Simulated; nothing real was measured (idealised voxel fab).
The name of this process module is voxel self aligned contacts.
Cross-sectional view cut (width: 235 nm; square cell size: 5 nm).
Notation: cross-section as square-cell grid; stated in bands, top first, going down; one or more cell rows per band.
What a band's entry tells you: where the top is and where the bottom is, as heights in nm, and after that what lies inside, material by material from left to right, each with its width in nm. Empty space is written as the word "blank", and a single material marked with the word "full width" occupies the band from edge to edge.
Beneath 0, the wafer as received is one material, and that level is where height counting begins. The lowest band goes on downward without a bottom; it is written like "top 0, no bottom".
Think of "30 to 40" as a width that walks from the first number to the second as you go down the band, top row to bottom row, taking equal-sized steps from row to row.
"identical to before" -> step changed no cross-section cell.
Any empty space of 8 cells or more lacking an open way to the top shows up in "Sealed void list" as width x height at distance, distance from the left edge, in nm.
Step line, after settings: the simulator's comment on this step.
Regarding "overlay nm": on a step with a mask, it is the distance the mask lay to the right of its planned place; a negative value places it to the left.
So here's the lineup of process steps we planned
| 1 | op RECEIVE | material Si |
| 2 | op CONFORMAL_DEP | material SiO2 | thk nm 5 |
| 3 | op DIRECTIONAL_DEP | material polySi | thk nm 25 |
| 4 | op DIRECTIONAL_DEP | material SiN | thk nm 20 |
| 5 | op PATTERN | tone cover | mask id GATE | material resist | width nm 25 | pitch nm 55 | thk nm 15 | overlay nm 0 |
| 6 | op DIRECTIONAL_ETCH | etch materials SiN | depth nm 20 |
| 7 | op DIRECTIONAL_ETCH | etch materials polySi | depth nm 25 |
| 8 | op STRIP | etch materials resist |
| 9 | op CONFORMAL_DEP | material SiN | thk nm 5 |
| 10 | op DIRECTIONAL_ETCH | etch materials SiN | depth nm 5 |
| 11 | op FILL_DEP | material SiO2 | thk nm 15 |
| 12 | op CMP | height nm 55 |
| 13 | op PATTERN | tone open | mask id CONTACT | material resist | width nm 40 | pitch nm 55 | thk nm 20 | overlay nm 0 |
| 14 | op DIRECTIONAL_ETCH | etch materials SiO2 | depth nm 55 |
| 15 | op STRIP | etch materials resist |
| 16 | op CONFORMAL_DEP | material TiN | thk nm 5 |
| 17 | op FILL_DEP | material W | thk nm 10 |
| 18 | op CMP | height nm 55 |
| 19 | op CONFORMAL_DEP | material SiN | thk nm 5 |
First of two wafers - as planned
Cross-section of the wafer as it came to us, i.e., already through step 1
> top 0, no bottom | Si full width
> Sealed void list: none
Cross-sectional representation of the wafer at the conclusion of step 2
> top 5, bottom 0 | SiO2 full width
> No changes below 0.
Cross-sectional representation of the wafer at the conclusion of step 3
> top 30, bottom 5 | polySi full width
> No changes below 5.
Cross-sectional representation of the wafer at the conclusion of step 4
> top 50, bottom 30 | SiN full width
> No changes below 30.
Cross-sectional representation of the wafer at the conclusion of step 5
> top 65, bottom 50 | 50 nm blank | 25 nm resist | 30 nm blank | 25 nm resist | 30 nm blank | 25 nm resist | 50 nm blank
> No changes below 50.
Cross-sectional representation of the wafer at the conclusion of step 6
> top 65, bottom 50 | 50 nm blank | 25 nm resist | 30 nm blank | 25 nm resist | 30 nm blank | 25 nm resist | 50 nm blank
> top 50, bottom 30 | 50 nm blank | 25 nm SiN | 30 nm blank | 25 nm SiN | 30 nm blank | 25 nm SiN | 50 nm blank
> No changes below 30.
Cross-sectional representation of the wafer at the conclusion of step 7
> top 65, bottom 50 | 50 nm blank | 25 nm resist | 30 nm blank | 25 nm resist | 30 nm blank | 25 nm resist | 50 nm blank
> top 50, bottom 30 | 50 nm blank | 25 nm SiN | 30 nm blank | 25 nm SiN | 30 nm blank | 25 nm SiN | 50 nm blank
> top 30, bottom 5 | 50 nm blank | 25 nm polySi | 30 nm blank | 25 nm polySi | 30 nm blank | 25 nm polySi | 50 nm blank
> No changes below 5.
Cross-sectional representation of the wafer at the conclusion of step 8
> top 50, bottom 30 | 50 nm blank | 25 nm SiN | 30 nm blank | 25 nm SiN | 30 nm blank | 25 nm SiN | 50 nm blank
> No changes below 30.
Cross-sectional representation of the wafer at the conclusion of step 9
> top 55, bottom 30 | 45 nm blank | 35 nm SiN | 20 nm blank | 35 nm SiN | 20 nm blank | 35 nm SiN | 45 nm blank
> top 30, bottom 10 | 45 nm blank | 5 nm SiN | 25 nm polySi | 5 nm SiN | 20 nm blank | 5 nm SiN | 25 nm polySi | 5 nm SiN | 20 nm blank | 5 nm SiN | 25 nm polySi | 5 nm SiN | 45 nm blank
> top 10, bottom 5 | 50 nm SiN | 25 nm polySi | 30 nm SiN | 25 nm polySi | 30 nm SiN | 25 nm polySi | 50 nm SiN
> No changes below 5.
Cross-sectional representation of the wafer at the conclusion of step 10
> top 50, bottom 30 | 45 nm blank | 35 nm SiN | 20 nm blank | 35 nm SiN | 20 nm blank | 35 nm SiN | 45 nm blank
> top 30, bottom 5 | 45 nm blank | 5 nm SiN | 25 nm polySi | 5 nm SiN | 20 nm blank | 5 nm SiN | 25 nm polySi | 5 nm SiN | 20 nm blank | 5 nm SiN | 25 nm polySi | 5 nm SiN | 45 nm blank
> No changes below 5.
Cross-sectional representation of the wafer at the conclusion of step 11
> top 65, bottom 50 | SiO2 full width
> top 50, bottom 30 | 45 nm SiO2 | 35 nm SiN | 20 nm SiO2 | 35 nm SiN | 20 nm SiO2 | 35 nm SiN | 45 nm SiO2
> top 30, bottom 5 | 45 nm SiO2 | 5 nm SiN | 25 nm polySi | 5 nm SiN | 20 nm SiO2 | 5 nm SiN | 25 nm polySi | 5 nm SiN | 20 nm SiO2 | 5 nm SiN | 25 nm polySi | 5 nm SiN | 45 nm SiO2
> No changes below 5.
Cross-sectional representation of the wafer at the conclusion of step 12
> top 55, bottom 50 | SiO2 full width
> No changes below 50.
Cross-sectional representation of the wafer at the conclusion of step 13
> top 75, bottom 55 | 70 nm resist | 40 nm blank | 15 nm resist | 40 nm blank | 70 nm resist
> No changes below 55.
Cross-sectional representation of the wafer at the conclusion of step 14
> top 75, bottom 55 | 70 nm resist | 40 nm blank | 15 nm resist | 40 nm blank | 70 nm resist
> top 55, bottom 50 | 70 nm SiO2 | 40 nm blank | 15 nm SiO2 | 40 nm blank | 70 nm SiO2
> top 50, bottom 30 | 45 nm SiO2 | 35 nm SiN | 20 nm blank | 35 nm SiN | 20 nm blank | 35 nm SiN | 45 nm SiO2
> top 30, bottom 5 | 45 nm SiO2 | 5 nm SiN | 25 nm polySi | 5 nm SiN | 20 nm blank | 5 nm SiN | 25 nm polySi | 5 nm SiN | 20 nm blank | 5 nm SiN | 25 nm polySi | 5 nm SiN | 45 nm SiO2
> top 5, bottom 0 | 80 nm SiO2 | 20 nm blank | 35 nm SiO2 | 20 nm blank | 80 nm SiO2
> No changes below 0.
Cross-sectional representation of the wafer at the conclusion of step 15
> top 55, bottom 50 | 70 nm SiO2 | 40 nm blank | 15 nm SiO2 | 40 nm blank | 70 nm SiO2
> No changes below 50.
Cross-sectional representation of the wafer at the conclusion of step 16
> top 60, bottom 55 | 75 nm TiN | 30 nm blank | 25 nm TiN | 30 nm blank | 75 nm TiN
> top 55, bottom 50 | 70 nm SiO2 | 15 nm TiN | 10 nm blank | 15 nm TiN | 15 nm SiO2 | 15 nm TiN | 10 nm blank | 15 nm TiN | 70 nm SiO2
> top 50, bottom 30 | 45 nm SiO2 | 35 nm SiN | 5 nm TiN | 10 nm blank | 5 nm TiN | 35 nm SiN | 5 nm TiN | 10 nm blank | 5 nm TiN | 35 nm SiN | 45 nm SiO2
> top 30, bottom 5 | 45 nm SiO2 | 5 nm SiN | 25 nm polySi | 5 nm SiN | 5 nm TiN | 10 nm blank | 5 nm TiN | 5 nm SiN | 25 nm polySi | 5 nm SiN | 5 nm TiN | 10 nm blank | 5 nm TiN | 5 nm SiN | 25 nm polySi | 5 nm SiN | 45 nm SiO2
> top 5, bottom 0 | 80 nm SiO2 | 20 nm TiN | 35 nm SiO2 | 20 nm TiN | 80 nm SiO2
> No changes below 0.
Cross-sectional representation of the wafer at the conclusion of step 17
> top 70, bottom 60 | W full width
> top 60, bottom 55 | 75 nm TiN | 30 nm W | 25 nm TiN | 30 nm W | 75 nm TiN
> top 55, bottom 50 | 70 nm SiO2 | 15 nm TiN | 10 nm W | 15 nm TiN | 15 nm SiO2 | 15 nm TiN | 10 nm W | 15 nm TiN | 70 nm SiO2
> top 50, bottom 30 | 45 nm SiO2 | 35 nm SiN | 5 nm TiN | 10 nm W | 5 nm TiN | 35 nm SiN | 5 nm TiN | 10 nm W | 5 nm TiN | 35 nm SiN | 45 nm SiO2
> top 30, bottom 5 | 45 nm SiO2 | 5 nm SiN | 25 nm polySi | 5 nm SiN | 5 nm TiN | 10 nm W | 5 nm TiN | 5 nm SiN | 25 nm polySi | 5 nm SiN | 5 nm TiN | 10 nm W | 5 nm TiN | 5 nm SiN | 25 nm polySi | 5 nm SiN | 45 nm SiO2
> No changes below 5.
Cross-sectional representation of the wafer at the conclusion of step 18
> top 55, bottom 50 | 70 nm SiO2 | 15 nm TiN | 10 nm W | 15 nm TiN | 15 nm SiO2 | 15 nm TiN | 10 nm W | 15 nm TiN | 70 nm SiO2
> No changes below 50.
Cross-sectional representation of the wafer at the conclusion of step 19
> top 60, bottom 55 | SiN full width
> No changes below 55.
Companion wafer, the second of two: same beginning, same intended sequence, one mistake in carrying it out; through step 4 inclusive it tracks the first exactly
Second wafer, section view, time point: scheduled end of step 5
> top 65, bottom 50 | 45 nm blank | 25 nm resist | 30 nm blank | 25 nm resist | 30 nm blank | 25 nm resist | 55 nm blank
> No changes below 50.
Second wafer, section view, time point: scheduled end of step 6
> top 65, bottom 50 | 45 nm blank | 25 nm resist | 30 nm blank | 25 nm resist | 30 nm blank | 25 nm resist | 55 nm blank
> top 50, bottom 30 | 45 nm blank | 25 nm SiN | 30 nm blank | 25 nm SiN | 30 nm blank | 25 nm SiN | 55 nm blank
> No changes below 30.
Second wafer, section view, time point: scheduled end of step 7
> top 65, bottom 50 | 45 nm blank | 25 nm resist | 30 nm blank | 25 nm resist | 30 nm blank | 25 nm resist | 55 nm blank
> top 50, bottom 30 | 45 nm blank | 25 nm SiN | 30 nm blank | 25 nm SiN | 30 nm blank | 25 nm SiN | 55 nm blank
> top 30, bottom 5 | 45 nm blank | 25 nm polySi | 30 nm blank | 25 nm polySi | 30 nm blank | 25 nm polySi | 55 nm blank
> No changes below 5.
Second wafer, section view, time point: scheduled end of step 8
> top 50, bottom 30 | 45 nm blank | 25 nm SiN | 30 nm blank | 25 nm SiN | 30 nm blank | 25 nm SiN | 55 nm blank
> No changes below 30.
Second wafer, section view, time point: scheduled end of step 9
> top 55, bottom 30 | 40 nm blank | 35 nm SiN | 20 nm blank | 35 nm SiN | 20 nm blank | 35 nm SiN | 50 nm blank
> top 30, bottom 10 | 40 nm blank | 5 nm SiN | 25 nm polySi | 5 nm SiN | 20 nm blank | 5 nm SiN | 25 nm polySi | 5 nm SiN | 20 nm blank | 5 nm SiN | 25 nm polySi | 5 nm SiN | 50 nm blank
> top 10, bottom 5 | 45 nm SiN | 25 nm polySi | 30 nm SiN | 25 nm polySi | 30 nm SiN | 25 nm polySi | 55 nm SiN
> No changes below 5.
Second wafer, section view, time point: scheduled end of step 10
> top 50, bottom 30 | 40 nm blank | 35 nm SiN | 20 nm blank | 35 nm SiN | 20 nm blank | 35 nm SiN | 50 nm blank
> top 30, bottom 5 | 40 nm blank | 5 nm SiN | 25 nm polySi | 5 nm SiN | 20 nm blank | 5 nm SiN | 25 nm polySi | 5 nm SiN | 20 nm blank | 5 nm SiN | 25 nm polySi | 5 nm SiN | 50 nm blank
> No changes below 5.
Second wafer, section view, time point: scheduled end of step 11
> top 65, bottom 50 | SiO2 full width
> top 50, bottom 30 | 40 nm SiO2 | 35 nm SiN | 20 nm SiO2 | 35 nm SiN | 20 nm SiO2 | 35 nm SiN | 50 nm SiO2
> top 30, bottom 5 | 40 nm SiO2 | 5 nm SiN | 25 nm polySi | 5 nm SiN | 20 nm SiO2 | 5 nm SiN | 25 nm polySi | 5 nm SiN | 20 nm SiO2 | 5 nm SiN | 25 nm polySi | 5 nm SiN | 50 nm SiO2
> No changes below 5.
Second wafer, section view, time point: scheduled end of step 12
> top 55, bottom 50 | SiO2 full width
> No changes below 50.
Second wafer, section view, time point: scheduled end of step 13
> top 75, bottom 55 | 70 nm resist | 40 nm blank | 15 nm resist | 40 nm blank | 70 nm resist
> No changes below 55.
Second wafer, section view, time point: scheduled end of step 14
> top 75, bottom 55 | 70 nm resist | 40 nm blank | 15 nm resist | 40 nm blank | 70 nm resist
> top 55, bottom 50 | 70 nm SiO2 | 40 nm blank | 15 nm SiO2 | 40 nm blank | 70 nm SiO2
> top 50, bottom 30 | 40 nm SiO2 | 35 nm SiN | 20 nm blank | 35 nm SiN | 20 nm blank | 35 nm SiN | 50 nm SiO2
> top 30, bottom 5 | 40 nm SiO2 | 5 nm SiN | 25 nm polySi | 5 nm SiN | 20 nm blank | 5 nm SiN | 25 nm polySi | 5 nm SiN | 20 nm blank | 5 nm SiN | 25 nm polySi | 5 nm SiN | 50 nm SiO2
> top 5, bottom 0 | 75 nm SiO2 | 20 nm blank | 35 nm SiO2 | 20 nm blank | 85 nm SiO2
> No changes below 0.
Second wafer, section view, time point: scheduled end of step 15
> top 55, bottom 50 | 70 nm SiO2 | 40 nm blank | 15 nm SiO2 | 40 nm blank | 70 nm SiO2
> No changes below 50.
Second wafer, section view, time point: scheduled end of step 16
> top 60, bottom 55 | 75 nm TiN | 30 nm blank | 25 nm TiN | 30 nm blank | 75 nm TiN
> top 55, bottom 50 | 70 nm SiO2 | 10 nm TiN | 10 nm blank | 20 nm TiN | 15 nm SiO2 | 10 nm TiN | 10 nm blank | 20 nm TiN | 70 nm SiO2
> top 50, bottom 30 | 40 nm SiO2 | 35 nm SiN | 5 nm TiN | 10 nm blank | 5 nm TiN | 35 nm SiN | 5 nm TiN | 10 nm blank | 5 nm TiN | 35 nm SiN | 50 nm SiO2
> top 30, bottom 5 | 40 nm SiO2 | 5 nm SiN | 25 nm polySi | 5 nm SiN | 5 nm TiN | 10 nm blank | 5 nm TiN | 5 nm SiN | 25 nm polySi | 5 nm SiN | 5 nm TiN | 10 nm blank | 5 nm TiN | 5 nm SiN | 25 nm polySi | 5 nm SiN | 50 nm SiO2
> top 5, bottom 0 | 75 nm SiO2 | 20 nm TiN | 35 nm SiO2 | 20 nm TiN | 85 nm SiO2
> No changes below 0.
Second wafer, section view, time point: scheduled end of step 17
> top 70, bottom 60 | W full width
> top 60, bottom 55 | 75 nm TiN | 30 nm W | 25 nm TiN | 30 nm W | 75 nm TiN
> top 55, bottom 50 | 70 nm SiO2 | 10 nm TiN | 10 nm W | 20 nm TiN | 15 nm SiO2 | 10 nm TiN | 10 nm W | 20 nm TiN | 70 nm SiO2
> top 50, bottom 30 | 40 nm SiO2 | 35 nm SiN | 5 nm TiN | 10 nm W | 5 nm TiN | 35 nm SiN | 5 nm TiN | 10 nm W | 5 nm TiN | 35 nm SiN | 50 nm SiO2
> top 30, bottom 5 | 40 nm SiO2 | 5 nm SiN | 25 nm polySi | 5 nm SiN | 5 nm TiN | 10 nm W | 5 nm TiN | 5 nm SiN | 25 nm polySi | 5 nm SiN | 5 nm TiN | 10 nm W | 5 nm TiN | 5 nm SiN | 25 nm polySi | 5 nm SiN | 50 nm SiO2
> No changes below 5.
Second wafer, section view, time point: scheduled end of step 18
> top 55, bottom 50 | 70 nm SiO2 | 10 nm TiN | 10 nm W | 20 nm TiN | 15 nm SiO2 | 10 nm TiN | 10 nm W | 20 nm TiN | 70 nm SiO2
> No changes below 50.
Second wafer, section view, time point: scheduled end of step 19
> top 60, bottom 55 | SiN full width
> No changes below 55.
What broke from the plan during processing? rather than as planned, step 5 actually ran as op PATTERN | tone cover | mask id GATE | material resist | width nm 25 | pitch nm 55 | thk nm 15 | overlay nm -5
The concluding comparison shows that, measured in cells, each material is equally abundant on both wafers, albeit at different positions.
